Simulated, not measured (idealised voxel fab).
process module | voxel ribs on slabs
cross-section cut | 200 nm wide | cells 5 nm
A cross-section is a grid of square cells, given in bands from the top down. A band is one or more rows of cells.
Each band's line starts with the height of the band's top and of its bottom, in nm. Then come its materials from left to right, each with its width in nm. One material with "throughout" fills the band from edge to edge. "air" is empty space.
Height 0 is the level under which the wafer as received is all one material. The lowest band goes on downwards, as in "0 down".
A width such as "30 to 40" changes by the same amount from each row of cells to the next, from the band's top row to its bottom row.
"no change" after a step means that no cell of the cross-section changed.
closed voids: empty space of 8 cells or more with no open way to the top, each as width x height at its distance from the left edge, in nm
after a step's settings: what the simulator itself notes on the step
overlay nm, on a step with a mask: how far to the right of its planned place the mask lay; to the left if negative
plan
1 op RECEIVE | material Si
2 op DIRECTIONAL_DEP | material SiO2 | thk nm 30
3 op DIRECTIONAL_DEP | material SiN | thk nm 15
4 op PATTERN | tone cover | mask id RIB | material resist | width nm 30 | thk nm 20 | overlay nm 0
5 op DIRECTIONAL_ETCH | etch materials SiN | depth nm 5
6 op STRIP | etch materials resist
7 op PATTERN | tone cover | mask id SLAB | material resist | width nm 70 | thk nm 20 | overlay nm 0
8 op DIRECTIONAL_ETCH | etch materials SiN | depth nm 10
9 op STRIP | etch materials resist
10 op FILL_DEP | material SiO2 | thk nm 25
11 op CMP | height nm 60
12 op DIRECTIONAL_DEP | material TiN | thk nm 5
13 op PATTERN | tone cover | mask id HEATER | material resist | width nm 40 | thk nm 15 | overlay nm 0
14 op DIRECTIONAL_ETCH | etch materials TiN | depth nm 5
15 op STRIP | etch materials resist
16 op CONFORMAL_DEP | material SiO2 | thk nm 10
as received, after step 1
  0 down: Si throughout
  closed voids: none
first wafer at the end, as planned
  75 to 70: air 70 | SiO2 60 | air 70
  70 to 65: SiO2 throughout
  65 to 60: SiO2 80 | TiN 40 | SiO2 80
  60 to 45: SiO2 throughout
  45 to 40: SiO2 85 | SiN 30 | SiO2 85
  40 to 30: SiO2 65 | SiN 70 | SiO2 65
  30 to 0: SiO2 throughout
  0 down: Si throughout
  closed voids: none
second wafer at the end: like start, like plan, one mistake
  75 to 70: air 70 | SiO2 60 | air 70
  70 to 65: SiO2 throughout
  65 to 60: SiO2 80 | TiN 40 | SiO2 80
  60 to 55: SiO2 85 | SiN 30 | SiO2 85
  55 to 45: SiO2 65 | SiN 70 | SiO2 65
  45 to 30: SiN throughout
  30 to 0: SiO2 throughout
  0 down: Si throughout
  closed voids: none
what went wrong: step 3 was run twice
at the end the second wafer has, in cells: 120 more of SiN | 120 fewer of SiO2
